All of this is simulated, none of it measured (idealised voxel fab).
A process module follows: voxel transistor to metal.
For reference, the cross-section in this document is cut, with width 210 nm and square cells of 5 nm.
Notation: cross-section as square-cell grid; stated in bands, top first, going down; one or more cell rows per band.
Within each band entry, the heights of the top and of the bottom of the band appear first, in that order and in nm; the materials of the band then follow from left to right, each with its corresponding width in nm. The designation "everywhere" on a single material indicates that it fills the band from edge to edge; the designation "empty" indicates empty space.
A quick word on heights: they are counted from 0, and under that level the wafer as it came to us is one material throughout. The lowest band is different from the rest in having no bottom; it simply continues downward, written as in "from 0 down".
Top row gets the first number, bottom row gets the second, and each row in between changes by the same step: that is how a band width like "30 to 40" works.
Take "same as before" at face value: in the step it is given for, the cross-section changed in none of its cells.
Entry "Enclosed cavities" = empty spaces >= 8 cells with no open way to the top; each as width x height at distance, distance from left edge, all nm.
Text after the settings on a step's line: the simulator's own remark on that step.
overlay nm: how far to the right of its planned place the mask lay on this masked step (negative: to the left).
### plan
step 1: RECEIVE, material Si
step 2: OXIDIZE, depth nm 5
step 3: CONFORMAL_DEP, material SiN, thk nm 10
step 4: DIRECTIONAL_DEP, material aC, thk nm 10
step 5: PATTERN, tone cover, mask id ACTIVE, material resist, width nm 85, thk nm 30, overlay nm 0
step 6: DIRECTIONAL_ETCH, etch materials aC, depth nm 10
step 7: STRIP, etch materials resist
step 8: DIRECTIONAL_ETCH, etch materials SiN, depth nm 10
step 9: DIRECTIONAL_ETCH, etch materials SiO2, depth nm 5
step 10: DIRECTIONAL_ETCH, etch materials Si, depth nm 25
step 11: STRIP, etch materials aC
step 12: OXIDIZE, depth nm 5
step 13: FILL_DEP, material SiO2, thk nm 15
step 14: CMP, height nm 10
step 15: SELECTIVE_ETCH, etch materials SiO2, depth nm 5
step 16: STRIP, etch materials SiN
step 17: SELECTIVE_ETCH, etch materials SiO2, depth nm 5
step 18: OXIDIZE, depth nm 5
step 19: DIRECTIONAL_DEP, material polySi, thk nm 25
step 20: DIRECTIONAL_DEP, material SiCN, thk nm 10
step 21: DIRECTIONAL_DEP, material aC, thk nm 15
step 22: PATTERN, tone cover, mask id GATE, material resist, width nm 15, thk nm 35, overlay nm 0
step 23: DIRECTIONAL_ETCH, etch materials aC, depth nm 15
step 24: STRIP, etch materials resist
step 25: DIRECTIONAL_ETCH, etch materials SiCN, depth nm 20
step 26: DIRECTIONAL_ETCH, etch materials polySi, depth nm 35
step 27: STRIP, etch materials aC
step 28: CONFORMAL_DEP, material SiO2, thk nm 5
step 29: DIRECTIONAL_ETCH, etch materials SiO2, depth nm 5
step 30: CONFORMAL_DEP, material SiN, thk nm 5
step 31: DIRECTIONAL_ETCH, etch materials SiN, depth nm 5
step 32: DIRECTIONAL_ETCH, etch materials SiO2, depth nm 5
step 33: EPI, material pSi, thk nm 5
step 34: FILL_DEP, material SiO2, thk nm 10
step 35: CMP, height nm 30
step 36: DIRECTIONAL_DEP, material SiO2, thk nm 15
step 37: PATTERN, tone open, mask id CONTACT, material resist, width nm 25, pitch nm 50, thk nm 20, overlay nm 0
step 38: DIRECTIONAL_ETCH, etch materials SiO2, depth nm 50
step 39: STRIP, etch materials resist
step 40: CONFORMAL_DEP, material TiN, thk nm 5
step 41: FILL_DEP, material W, thk nm 5
step 42: CMP, height nm 45
step 43: CONFORMAL_DEP, material SiN, thk nm 5
step 44: DIRECTIONAL_DEP, material lowk, thk nm 25
step 45: DIRECTIONAL_DEP, material aC, thk nm 10
step 46: PATTERN, tone open, mask id METAL_1, material resist, width nm 15, pitch nm 60, thk nm 25, overlay nm 0
step 47: DIRECTIONAL_ETCH, etch materials aC, depth nm 10
step 48: STRIP, etch materials resist
step 49: DIRECTIONAL_ETCH, etch materials lowk, depth nm 25
step 50: DIRECTIONAL_ETCH, etch materials SiN, depth nm 5
step 51: STRIP, etch materials aC
step 52: CONFORMAL_DEP, material TiN, thk nm 5
step 53: FILL_DEP, material W, thk nm 10
step 54: CMP, height nm 75
step 55: CONFORMAL_DEP, material SiCN, thk nm 5
step 56: DIRECTIONAL_DEP, material lowk, thk nm 35
step 57: PATTERN, tone open, mask id METAL_2, material resist, width nm 15, pitch nm 60, thk nm 20, overlay nm 0
step 58: DIRECTIONAL_ETCH, etch materials lowk, depth nm 20
step 59: STRIP, etch materials resist
step 60: PATTERN, tone open, mask id METAL_2_HOLES, material resist, width nm 15, pitch nm 60, thk nm 15, overlay nm 0
step 61: DIRECTIONAL_ETCH, etch materials lowk, depth nm 15
step 62: DIRECTIONAL_ETCH, etch materials SiCN, depth nm 5
step 63: STRIP, etch materials resist
step 64: CONFORMAL_DEP, material TiN, thk nm 5
step 65: FILL_DEP, material Cu, thk nm 5
step 66: CMP, height nm 115
step 67: CONFORMAL_DEP, material SiN, thk nm 5
### Delivered wafer in cross-section: state after step 1
* from 0 down = Si everywhere
* Enclosed cavities: none
### Cross-section, end of module. Start: as above. Plan: as above. Execution: one mistake
* from 120 to 115 = SiN everywhere
* from 115 to 80 = lowk=65 | TiN=5 | Cu=5 | TiN=5 | lowk=45 | TiN=5 | Cu=5 | TiN=5 | lowk=70
* from 80 to 75 = SiCN=65 | TiN=15 | SiCN=45 | TiN=15 | SiCN=70
* from 75 to 50 = lowk=75 | TiN=5 | W=5 | TiN=5 | lowk=45 | TiN=5 | W=5 | TiN=5 | lowk=60
* from 50 to 45 = SiN=75 | TiN=15 | SiN=45 | TiN=15 | SiN=60
* from 45 to 35 = SiO2=65 | TiN=5 | W=15 | TiN=5 | SiO2=25 | TiN=5 | W=15 | TiN=5 | SiO2=70
* from 35 to 30 = SiO2=65 | TiN=5 | W=10 | TiN=10 | SiO2=25 | TiN=10 | W=10 | TiN=5 | SiO2=70
* from 30 to 20 = SiO2=65 | TiN=5 | W=10 | TiN=5 | SiN=5 | SiO2=5 | SiCN=15 | SiO2=5 | SiN=5 | TiN=5 | W=10 | TiN=5 | SiO2=70
* from 20 to 0 = SiO2=65 | TiN=5 | W=10 | TiN=5 | SiN=5 | SiO2=5 | polySi=15 | SiO2=5 | SiN=5 | TiN=5 | W=10 | TiN=5 | SiO2=70
* from 0 to -5 = SiO2=60 | SiN=5 | TiN=20 | SiN=5 | SiO2=5 | polySi=15 | SiO2=5 | SiN=5 | TiN=20 | SiN=5 | SiO2=65
* from -5 to -10 = SiO2=65 | pSi=20 | SiO2=35 | pSi=20 | SiO2=70
* from -10 to -35 = SiO2=65 | Si=75 | SiO2=70
* from -35 down = Si everywhere
* Enclosed cavities: none
Nonconformance to the process plan: step 46 was processed under conditions differing from the plan, specifically as PATTERN, tone open, mask id METAL_1, material resist, width nm 15, pitch nm 60, thk nm 25, overlay nm 10
